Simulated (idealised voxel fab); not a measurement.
Title: Process Module voxel gate over fins
The width of the displayed cross-section, cut, is 195 nm; its cells are square, with a size of 5 nm.
Cross-section spec: square-cell grid; bands listed top down; each band is one or more rows.
The band entry comprises the height of the band's top followed by the height of its bottom, expressed in nm, and subsequently the band's materials from left to right, each stated together with its width in nm. Where a single material is marked with the word "all across", that material fills the band from edge to edge. The word "air" represents empty space.
Height datum 0, below which the as-received substrate wafer is one material. Lowest band open at the bottom, running downward: "0 and below".
The width entry "30 to 40" should be interpreted row by row: the top row of cells in the band takes the first number, the bottom row takes the second number, and the change between adjacent rows is uniform throughout.
Basically "everything unchanged" means that step didn't change any cell in the cross-section.
This entry, "Enclosed internal cavities", enumerates those empty regions of no fewer than 8 cells that possess no open connection to the top. Each region is reported in the form width x height at distance, the distance being taken from the left edge, with all three quantities expressed in nm.
On a step's line, text after the settings is the simulator commenting on that step.
The line of a step may include "overlay nm". On a step with a mask, this value is how far to the right of its planned place the mask lay. A negative value means the mask lay to the left.
**Process steps (planned)**
- 1: RECEIVE: material Si
- 2: CONFORMAL_DEP: material SiN, thk nm 5
- 3: PATTERN: tone cover, mask id FINS, material resist, width nm 15, pitch nm 45, thk nm 20, overlay nm 0
- 4: DIRECTIONAL_ETCH: etch materials SiN, depth nm 5
- 5: DIRECTIONAL_ETCH: etch materials Si, depth nm 30
- 6: STRIP: etch materials resist
- 7: OXIDIZE: depth nm 5
- 8: FILL_DEP: material SiO2, thk nm 5
- 9: CMP: height nm 5
- 10: SELECTIVE_ETCH: etch materials SiO2, depth nm 20
- 11: STRIP: etch materials SiN
- 12: CONFORMAL_DEP: material HfO2, thk nm 5
- 13: CONFORMAL_DEP: material TiN, thk nm 5
- 14: FILL_DEP: material W, thk nm 10
- 15: CMP: height nm 15
- 16: CONFORMAL_DEP: material SiN, thk nm 10
**Cross-section: wafer on arrival = after step 1**
  0 and below: Si all across
  Enclosed internal cavities: none
**Run as planned - first of the two wafers cross-sectioned at the end of the module**
  25 down to 15: SiN all across
  15 down to 10: W all across
  10 down to 5: 15 W; 25 TiN; 20 W; 25 TiN; 20 W; 25 TiN; 20 W; 25 TiN; 20 W
  5 down to 0: 15 W; 5 TiN; 15 HfO2; 5 TiN; 20 W; 5 TiN; 15 HfO2; 5 TiN; 20 W; 5 TiN; 15 HfO2; 5 TiN; 20 W; 5 TiN; 15 HfO2; 5 TiN; 20 W
  0 down to -5: 15 W; 5 TiN; 5 HfO2; 5 Si; 5 HfO2; 5 TiN; 20 W; 5 TiN; 5 HfO2; 5 Si; 5 HfO2; 5 TiN; 20 W; 5 TiN; 5 HfO2; 5 Si; 5 HfO2; 5 TiN; 20 W; 5 TiN; 5 HfO2; 5 Si; 5 HfO2; 5 TiN; 20 W
  -5 down to -10: 20 TiN; 5 HfO2; 5 Si; 5 HfO2; 30 TiN; 5 HfO2; 5 Si; 5 HfO2; 30 TiN; 5 HfO2; 5 Si; 5 HfO2; 30 TiN; 5 HfO2; 5 Si; 5 HfO2; 25 TiN
  -10 down to -15: 25 HfO2; 5 Si; 40 HfO2; 5 Si; 40 HfO2; 5 Si; 40 HfO2; 5 Si; 30 HfO2
  -15 down to -35: 25 SiO2; 5 Si; 40 SiO2; 5 Si; 40 SiO2; 5 Si; 40 SiO2; 5 Si; 30 SiO2
  -35 and below: Si all across
  Enclosed internal cavities: none
**Cross-sectional view of the second of two wafers upon completion of the module. This wafer shared its starting condition and process plan with the first; one error was made during its execution**
  25 down to 15: SiN all across
  15 down to 10: W all across
  10 down to 5: 15 W; 25 TiN; 20 W; 25 TiN; 20 W; 25 TiN; 20 W; 25 TiN; 20 W
  5 down to 0: 15 W; 5 TiN; 15 HfO2; 5 TiN; 20 W; 5 TiN; 15 HfO2; 5 TiN; 20 W; 5 TiN; 15 HfO2; 5 TiN; 20 W; 5 TiN; 15 HfO2; 5 TiN; 20 W
  0 down to -25: 15 W; 5 TiN; 5 HfO2; 5 Si; 5 HfO2; 5 TiN; 20 W; 5 TiN; 5 HfO2; 5 Si; 5 HfO2; 5 TiN; 20 W; 5 TiN; 5 HfO2; 5 Si; 5 HfO2; 5 TiN; 20 W; 5 TiN; 5 HfO2; 5 Si; 5 HfO2; 5 TiN; 20 W
  -25 down to -30: 20 TiN; 5 HfO2; 5 Si; 5 HfO2; 30 TiN; 5 HfO2; 5 Si; 5 HfO2; 30 TiN; 5 HfO2; 5 Si; 5 HfO2; 30 TiN; 5 HfO2; 5 Si; 5 HfO2; 25 TiN
  -30 down to -35: 25 HfO2; 5 Si; 40 HfO2; 5 Si; 40 HfO2; 5 Si; 40 HfO2; 5 Si; 30 HfO2
  -35 and below: Si all across
  Enclosed internal cavities: none
Want to know what went wrong? the plan's step 10 ran twice
Final wafer comparison in cells, second versus first, more or fewer per material: +32 HfO2, -140 SiO2, +32 TiN, +76 W
